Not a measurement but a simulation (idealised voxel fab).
process module | voxel self aligned vias
cross-section cut | 250 nm wide | cells 5 nm
A cross-section is a grid of square cells, given in bands from the top down. A band is one or more rows of cells.
Each band's line starts with the height of the band's top and of its bottom, in nm. Then come its materials from left to right, each with its width in nm. One material with "throughout" fills the band from edge to edge. "air" is empty space.
Height 0 is the level under which the wafer as received is all one material. The lowest band goes on downwards, as in "0 down".
A width such as "30 to 40" changes by the same amount from each row of cells to the next, from the band's top row to its bottom row.
"no change" after a step means that no cell of the cross-section changed.
closed voids: empty space of 8 cells or more with no open way to the top, each as width x height at its distance from the left edge, in nm
after a step's settings: what the simulator itself notes on the step
overlay nm, on a step with a mask: how far to the right of its planned place the mask lay; to the left if negative
plan
1 op RECEIVE | material Si
2 op CONFORMAL_DEP | material SiO2 | thk nm 15
3 op CONFORMAL_DEP | material SiCN | thk nm 5
4 op DIRECTIONAL_DEP | material lowk | thk nm 25
5 op MASKED_ETCH | tone open | mask id LINES | width nm 25 | pitch nm 60 | etch materials lowk | depth nm 25 | overlay nm 0
6 op CONFORMAL_DEP | material TiN | thk nm 5
7 op FILL_DEP | material W | thk nm 5
8 op CMP | height nm 45
9 op SELECTIVE_ETCH | etch materials W Ru TiN | depth nm 10
10 op FILL_DEP | material SiN | thk nm 5
11 op CMP | height nm 45
12 op DIRECTIONAL_DEP | material lowk | thk nm 20
13 op DIRECTIONAL_DEP | material aC | thk nm 10
14 op PATTERN | tone open | mask id VIAS | material resist | width nm 45 | pitch nm 60 | thk nm 30 | overlay nm 0
15 op DIRECTIONAL_ETCH | etch materials aC | depth nm 10
16 op STRIP | etch materials resist
17 op DIRECTIONAL_ETCH | etch materials lowk | depth nm 20
18 op DIRECTIONAL_ETCH | etch materials SiN | depth nm 10
19 op STRIP | etch materials aC
20 op CONFORMAL_DEP | material TiN | thk nm 5
21 op FILL_DEP | material Cu | thk nm 10
22 op CMP | height nm 65
23 op CONFORMAL_DEP | material SiCN | thk nm 5
as received, after step 1
  0 down: Si throughout
  closed voids: none
first wafer at the end, as planned
  70 to 65: SiCN throughout
  65 to 50: lowk 70 | TiN 5 | Cu 35 | TiN 5 | lowk 15 | TiN 5 | Cu 35 | TiN 5 | lowk 75
  50 to 40: lowk 70 to 80 | TiN 15 to 5 | Cu 15 | TiN 15 to 5 | lowk 15 to 35 | TiN 15 to 5 | Cu 15 | TiN 15 to 5 | lowk 75 to 85
  40 to 35: lowk 80 | TiN 25 | lowk 35 | TiN 25 | lowk 85
  35 to 25: lowk 80 | TiN 5 | W 15 | TiN 5 | lowk 35 | TiN 5 | W 15 | TiN 5 | lowk 85
  25 to 20: lowk 80 | TiN 25 | lowk 35 | TiN 25 | lowk 85
  20 to 15: SiCN throughout
  15 to 0: SiO2 throughout
  0 down: Si throughout
  closed voids: none
second wafer at the end: like start, like plan, one mistake
  70 to 65: SiCN throughout
  65 to 50: lowk 70 | TiN 5 | Cu 35 | TiN 5 | lowk 15 | TiN 5 | Cu 35 | TiN 5 | lowk 75
  50 to 45: lowk 70 | TiN 15 | Cu 15 | TiN 15 | lowk 15 | TiN 15 | Cu 15 | TiN 15 | lowk 75
  45 to 40: lowk 80 | TiN 25 | lowk 35 | TiN 25 | lowk 85
  40 to 35: lowk 80 | SiN 25 | lowk 35 | SiN 25 | lowk 85
  35 to 25: lowk 80 | TiN 5 | W 15 | TiN 5 | lowk 35 | TiN 5 | W 15 | TiN 5 | lowk 85
  25 to 20: lowk 80 | TiN 25 | lowk 35 | TiN 25 | lowk 85
  20 to 15: SiCN throughout
  15 to 0: SiO2 throughout
  0 down: Si throughout
  closed voids: none
what went wrong: step 18 ran as: op DIRECTIONAL_ETCH | etch materials SiN | depth nm 5
at the end the second wafer has, in cells: 6 fewer of Cu | 10 more of SiN | 4 fewer of TiN
